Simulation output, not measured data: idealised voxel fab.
This is a process module. Its name is voxel self aligned vias.
It is cross-section cut that appears here, measuring 185 nm in width, its square cells being 5 nm in size.
Format of a cross-section: grid, square cells. Given as bands. Order: top down. Band: one or more rows of cells. Band: top height; bottom height; in nm. Then, left to right: material with width in nm, for each material. "full width": a single material spanning edge to edge. "air": empty space. The level at which height equals 0 is the one under which the wafer, as it arrives, is entirely one material. No lower edge exists for the bottom band, which continues downward and is notated as in "0 -> down". The notation "30..40" denotes a width that varies across the rows of cells in the band, beginning at the first number in the top row, finishing at the second number in the bottom row, and changing by an identical amount from each row to the next. Reading "left unchanged" for a step: not a cell of the cross-section changed in it. "Completely enclosed voids" enumerates empty spaces isolated from the top, with no open way to it, that contain at least 8 cells, giving each as width x height at distance from the left edge, all three in nm. Heads up: the bit after the settings on a step's line is the simulator's remark on that step. overlay nm: how far to the right of its planned place the mask lay on this masked step (negative: to the left).
The planned process steps are enumerated hereunder
1,RECEIVE | material Si
2,CONFORMAL_DEP | material SiO2 | thk nm 10
3,CONFORMAL_DEP | material SiCN | thk nm 5
4,DIRECTIONAL_DEP | material SiO2 | thk nm 30
5,DIRECTIONAL_DEP | material aC | thk nm 10
6,PATTERN | tone open | mask id LINES | material resist | width nm 20 | pitch nm 70 | thk nm 30 | overlay nm 0
7,DIRECTIONAL_ETCH | etch materials aC | depth nm 10
8,STRIP | etch materials resist
9,DIRECTIONAL_ETCH | etch materials SiO2 | depth nm 30
10,STRIP | etch materials aC
11,CONFORMAL_DEP | material TiN | thk nm 5
12,FILL_DEP | material W | thk nm 10
13,CMP | height nm 45
14,SELECTIVE_ETCH | etch materials W Ru TiN | depth nm 10
15,FILL_DEP | material SiN | thk nm 10
16,CMP | height nm 45
17,DIRECTIONAL_DEP | material SiO2 | thk nm 20
18,MASKED_ETCH | tone open | mask id VIAS | width nm 40 | pitch nm 70 | etch materials SiO2 | depth nm 20 | overlay nm 0
19,MASKED_ETCH | tone open | mask id VIAS | width nm 40 | pitch nm 70 | etch materials SiN | depth nm 10 | overlay nm 0
20,CONFORMAL_DEP | material TiN | thk nm 5
21,FILL_DEP | material Cu | thk nm 10
22,CMP | height nm 65
23,CONFORMAL_DEP | material SiCN | thk nm 5
This is the cross-section of the wafer as we received it, i.e. after step 1
	0 -> down  Si full width
	Completely enclosed voids: none
Cross-sectional image of the first of two wafers at the end of the module, the run having proceeded as planned
	70 -> 65  SiCN full width
	65 -> 50  35 SiO2  5 TiN  30 Cu  5 TiN  30 SiO2  5 TiN  30 Cu  5 TiN  40 SiO2
	50 -> 40  35..45 SiO2  15..5 TiN  10 Cu  15..5 TiN  30..50 SiO2  15..5 TiN  10 Cu  15..5 TiN  40..50 SiO2
	40 -> 35  45 SiO2  20 TiN  50 SiO2  20 TiN  50 SiO2
	35 -> 20  45 SiO2  5 TiN  10 W  5 TiN  50 SiO2  5 TiN  10 W  5 TiN  50 SiO2
	20 -> 15  45 SiO2  20 TiN  50 SiO2  20 TiN  50 SiO2
	15 -> 10  SiCN full width
	10 -> 0  SiO2 full width
	0 -> down  Si full width
	Completely enclosed voids: none
Cross-sectional image of the second wafer of the two following completion of the module. Starting state and process plan were the same as for the first wafer; one execution error occurred
	70 -> 65  SiCN full width
	65 -> 50  35 SiO2  5 TiN  30 Cu  5 TiN  30 SiO2  5 TiN  30 Cu  5 TiN  40 SiO2
	50 -> 40  35..40 SiO2  10..5 TiN  20 Cu  10..5 TiN  30..40 SiO2  10..5 TiN  20 Cu  10..5 TiN  40..45 SiO2
	40 -> 35  40 SiO2  30 TiN  40 SiO2  30 TiN  45 SiO2
	35 -> 20  40 SiO2  5 TiN  20 W  5 TiN  40 SiO2  5 TiN  20 W  5 TiN  45 SiO2
	20 -> 15  40 SiO2  30 TiN  40 SiO2  30 TiN  45 SiO2
	15 -> 10  SiCN full width
	10 -> 0  SiO2 full width
	0 -> down  Si full width
	Completely enclosed voids: none
Run error: step 6: run off-plan, actual operation and settings PATTERN | tone open | mask id LINES | material resist | width nm 30 | pitch nm 70 | thk nm 30 | overlay nm 0
Upon completion, the second wafer contains, in terms of cells, a greater or smaller amount of certain materials than the first wafer: 8 more of Cu | 24 fewer of SiO2 | 4 more of TiN | 12 more of W
